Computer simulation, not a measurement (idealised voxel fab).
Process module heading - voxel gate over fins
Section shown: cut. Width: 165 nm. Cell size: 5 nm, square.
A cross-section is a grid of square cells, given in bands from the top down. A band is one or more rows of cells. Each band's line starts with the height of the band's top and of its bottom, in nm. Then come its materials from left to right, each with its width in nm. One material with "throughout" fills the band from edge to edge. "air" is empty space. Ref level 0: as-received wafer is one material below here. Bottom band extends down with no lower bound ("0 nm and below"). The two numbers in a width such as "30..40" mark its ends across the band: the first belongs to the top row of cells, the second to the bottom row, and from each row to the next the width moves by the same amount. Where the words "all unchanged" appear for a step, the cross-section shows no cell changed by that step; every cell remained as before. Entry "Sealed cavities". Content: empty spaces with no open connection to the top, size 8 cells or greater. Each: width x height at distance. Distance: from left edge. Unit: nm. Whatever follows a step's settings on its line is a remark the simulator itself makes about that step. overlay nm: on a step with a mask, how far right of its planned place the mask lay; negative means left.

The following list gives the planned process steps:
1: RECEIVE | material Si
2: CONFORMAL_DEP | material SiN | thk nm 5
3: MASKED_ETCH | tone cover | mask id FINS | width nm 15 | pitch nm 45 | etch materials SiN | depth nm 5 | overlay nm 0
4: MASKED_ETCH | tone cover | mask id FINS | width nm 15 | pitch nm 45 | etch materials Si | depth nm 30 | overlay nm 0
5: OXIDIZE | depth nm 5
6: FILL_DEP | material SiO2 | thk nm 10
7: CMP | height nm 5
8: SELECTIVE_ETCH | etch materials SiO2 | depth nm 20
9: STRIP | etch materials SiN
10: CONFORMAL_DEP | material HfO2 | thk nm 5
11: CONFORMAL_DEP | material TiN | thk nm 5
12: FILL_DEP | material W | thk nm 15
13: CMP | height nm 20
14: CONFORMAL_DEP | material SiN | thk nm 10

as received, after step 1:
* 0 nm and below: Si throughout
* Sealed cavities: none

First of two wafers: cross-section at end of module, run per plan:
* 30 nm to 20 nm: SiN throughout
* 20 nm to 10 nm: W throughout
* 10 nm to 5 nm: W=25; TiN=25; W=20; TiN=25; W=20; TiN=25; W=25
* 5 nm to 0 nm: W=25; TiN=5; HfO2=15; TiN=5; W=20; TiN=5; HfO2=15; TiN=5; W=20; TiN=5; HfO2=15; TiN=5; W=25
* 0 nm to -5 nm: W=25; TiN=5; HfO2=5; Si=5; HfO2=5; TiN=5; W=20; TiN=5; HfO2=5; Si=5; HfO2=5; TiN=5; W=20; TiN=5; HfO2=5; Si=5; HfO2=5; TiN=5; W=25
* -5 nm to -10 nm: TiN=30; HfO2=5; Si=5; HfO2=5; TiN=30; HfO2=5; Si=5; HfO2=5; TiN=30; HfO2=5; Si=5; HfO2=5; TiN=30
* -10 nm to -15 nm: HfO2=35; Si=5; HfO2=40; Si=5; HfO2=40; Si=5; HfO2=35
* -15 nm to -35 nm: SiO2=35; Si=5; SiO2=40; Si=5; SiO2=40; Si=5; SiO2=35
* -35 nm and below: Si throughout
* Sealed cavities: none

Now the second wafer, cross-sectioned at the end of the module. Nothing different at the start, nothing different in the plan compared with the first, just one mistake when it was actually run:
* 30 nm to 20 nm: SiN throughout
* 20 nm to 10 nm: W throughout
* 10 nm to 5 nm: W=25; SiN=25; W=20; SiN=25; W=20; SiN=25; W=25
* 5 nm to 0 nm: W=25; SiN=5; HfO2=15; SiN=5; W=20; SiN=5; HfO2=15; SiN=5; W=20; SiN=5; HfO2=15; SiN=5; W=25
* 0 nm to -5 nm: W=25; SiN=5; HfO2=5; Si=5; HfO2=5; SiN=5; W=20; SiN=5; HfO2=5; Si=5; HfO2=5; SiN=5; W=20; SiN=5; HfO2=5; Si=5; HfO2=5; SiN=5; W=25
* -5 nm to -10 nm: SiN=30; HfO2=5; Si=5; HfO2=5; SiN=30; HfO2=5; Si=5; HfO2=5; SiN=30; HfO2=5; Si=5; HfO2=5; SiN=30
* -10 nm to -15 nm: HfO2=35; Si=5; HfO2=40; Si=5; HfO2=40; Si=5; HfO2=35
* -15 nm to -35 nm: SiO2=35; Si=5; SiO2=40; Si=5; SiO2=40; Si=5; SiO2=35
* -35 nm and below: Si throughout
* Sealed cavities: none
What went wrong in running the wafer? rather than as planned, step 11 actually ran as CONFORMAL_DEP | material SiN | thk nm 5
Upon completion, the second wafer contains, in terms of cells, a greater or smaller amount of certain materials than the first wafer: SiN: 51 more | TiN: 51 fewer
